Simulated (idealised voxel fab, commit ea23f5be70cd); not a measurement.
Process module, titled voxel double patterning
FYI the section here is cut, 210 nm wide, cells are 5 nm squares.
Think of the cross-section as a grid of square cells. We describe it in bands, top to bottom, and each band covers one or more rows of those cells.
The entry gives the band's vertical extent as a top height and a bottom height in nm, then its horizontal make-up as materials from left to right, each with a width in nm. "blank" stands for empty space; a single material marked "full width" fills the band edge to edge.
The reference from which all heights are counted is 0, the level beneath which the as-received wafer is entirely one material; the lowest band, having no lower bound, proceeds downward and is written after the example "0 and below".
You'd read "30..40" like this: the band's top row of cells is as wide as the first number, its bottom row is as wide as the second, and going down, every row changes width by the same amount as the row before did.
Step marked "no alteration"? Then no cell in the cross-section changed in it.
Empty spaces counting at least 8 cells and having no open way to the top are listed in "Closed cavities". The notation width x height at distance is used for each, the distance being from the left edge and all three values in nm.
Step line, after settings: the simulator's comment on this step.
What "overlay nm" on a step's line means: if the step has a mask, that mask lay this far to the right of its planned place, or, when the value is negative, to the left.

Set out below are the planned steps of the process
1. RECEIVE: material Si
2. CONFORMAL_DEP: material SiO2, thk nm 10
3. DIRECTIONAL_DEP: material polySi, thk nm 10
4. DIRECTIONAL_DEP: material SiN, thk nm 10
5. DIRECTIONAL_DEP: material aC, thk nm 10
6. PATTERN: tone open, mask id FIRST, material resist, width nm 15, pitch nm 50, thk nm 25, overlay nm 0
7. DIRECTIONAL_ETCH: etch materials aC, depth nm 10
8. STRIP: etch materials resist
9. DIRECTIONAL_ETCH: etch materials SiN, depth nm 10
10. STRIP: etch materials aC
11. MASKED_ETCH: tone open, mask id SECOND, width nm 15, pitch nm 50, etch materials SiN, depth nm 10, overlay nm 0
12. DIRECTIONAL_ETCH: etch materials polySi, depth nm 10
13. STRIP: etch materials SiN

First of two wafers, with the run carried out as planned

Wafer as received: cross-section following step 1
> 0 and below: Si full width
> Closed cavities: none

After step 2, in cross-section
> 10 down to 0: SiO2 full width
> Note: structure below 0 unchanged.

After step 3, in cross-section
> 20 down to 10: polySi full width
> Note: structure below 10 unchanged.

After step 4, in cross-section
> 30 down to 20: SiN full width
> Note: structure below 20 unchanged.

After step 5, in cross-section
> 40 down to 30: aC full width
> Note: structure below 30 unchanged.

After step 6, in cross-section
> 65 down to 40: resist (45)  blank (15)  resist (35)  blank (15)  resist (35)  blank (15)  resist (50)
> Note: structure below 40 unchanged.

After step 7, in cross-section
> 55 down to 40: resist (45)  blank (15)  resist (35)  blank (15)  resist (35)  blank (15)  resist (50)
> 40 down to 30: aC (45)  blank (15)  aC (35)  blank (15)  aC (35)  blank (15)  aC (50)
> Note: structure below 30 unchanged.

After step 8, in cross-section
> 40 down to 30: aC (45)  blank (15)  aC (35)  blank (15)  aC (35)  blank (15)  aC (50)
> Note: structure below 30 unchanged.

After step 9, in cross-section
> 40 down to 30: aC (45)  blank (15)  aC (35)  blank (15)  aC (35)  blank (15)  aC (50)
> 30 down to 20: SiN (45)  blank (15)  SiN (35)  blank (15)  SiN (35)  blank (15)  SiN (50)
> Note: structure below 20 unchanged.

After step 10, in cross-section
> 30 down to 20: SiN (45)  blank (15)  SiN (35)  blank (15)  SiN (35)  blank (15)  SiN (50)
> Note: structure below 20 unchanged.

After step 11, in cross-section
> 30 down to 20: SiN (45)  blank (15)  SiN (10)  blank (15)  SiN (10)  blank (15)  SiN (10)  blank (15)  SiN (10)  blank (15)  SiN (50)
> Note: structure below 20 unchanged.

After step 12, in cross-section
> 30 down to 20: SiN (45)  blank (15)  SiN (10)  blank (15)  SiN (10)  blank (15)  SiN (10)  blank (15)  SiN (10)  blank (15)  SiN (50)
> 20 down to 10: polySi (45)  blank (15)  polySi (10)  blank (15)  polySi (10)  blank (15)  polySi (10)  blank (15)  polySi (10)  blank (15)  polySi (50)
> Note: structure below 10 unchanged.

After step 13, in cross-section
> 20 down to 10: polySi (45)  blank (15)  polySi (10)  blank (15)  polySi (10)  blank (15)  polySi (10)  blank (15)  polySi (10)  blank (15)  polySi (50)
> Note: structure below 10 unchanged.

Second wafer, same starting conditions and recipe as the first, one mistake in executing it, nothing differs from the first up to and including step 5

Cross-section of the second wafer at the time by which step 6 should have been completed according to the plan
> 65 down to 40: resist (45)  blank (20)  resist (30)  blank (20)  resist (30)  blank (20)  resist (45)
> Note: structure below 40 unchanged.

Cross-section of the second wafer at the time by which step 7 should have been completed according to the plan
> 55 down to 40: resist (45)  blank (20)  resist (30)  blank (20)  resist (30)  blank (20)  resist (45)
> 40 down to 30: aC (45)  blank (20)  aC (30)  blank (20)  aC (30)  blank (20)  aC (45)
> Note: structure below 30 unchanged.

Cross-section of the second wafer at the time by which step 8 should have been completed according to the plan
> 40 down to 30: aC (45)  blank (20)  aC (30)  blank (20)  aC (30)  blank (20)  aC (45)
> Note: structure below 30 unchanged.

Cross-section of the second wafer at the time by which step 9 should have been completed according to the plan
> 40 down to 30: aC (45)  blank (20)  aC (30)  blank (20)  aC (30)  blank (20)  aC (45)
> 30 down to 20: SiN (45)  blank (20)  SiN (30)  blank (20)  SiN (30)  blank (20)  SiN (45)
> Note: structure below 20 unchanged.

Cross-section of the second wafer at the time by which step 10 should have been completed according to the plan
> 30 down to 20: SiN (45)  blank (20)  SiN (30)  blank (20)  SiN (30)  blank (20)  SiN (45)
> Note: structure below 20 unchanged.

Cross-section of the second wafer at the time by which step 11 should have been completed according to the plan
> 30 down to 20: SiN (45)  blank (20)  SiN (5)  blank (15)  SiN (10)  blank (20)  SiN (5)  blank (15)  SiN (10)  blank (20)  SiN (45)
> Note: structure below 20 unchanged.

Cross-section of the second wafer at the time by which step 12 should have been completed according to the plan
> 30 down to 20: SiN (45)  blank (20)  SiN (5)  blank (15)  SiN (10)  blank (20)  SiN (5)  blank (15)  SiN (10)  blank (20)  SiN (45)
> 20 down to 10: polySi (45)  blank (20)  polySi (5)  blank (15)  polySi (10)  blank (20)  polySi (5)  blank (15)  polySi (10)  blank (20)  polySi (45)
> Note: structure below 10 unchanged.

Cross-section of the second wafer at the time by which step 13 should have been completed according to the plan
> 20 down to 10: polySi (45)  blank (20)  polySi (5)  blank (15)  polySi (10)  blank (20)  polySi (5)  blank (15)  polySi (10)  blank (20)  polySi (45)
> Note: structure below 10 unchanged.
What went wrong in running the wafer? step 6: run off-plan, actual operation and settings PATTERN: tone open, mask id FIRST, material resist, width nm 20, pitch nm 50, thk nm 25, overlay nm 0
Count the cells at the end and the second wafer has more or fewer of some materials than the first: polySi: 6 fewer
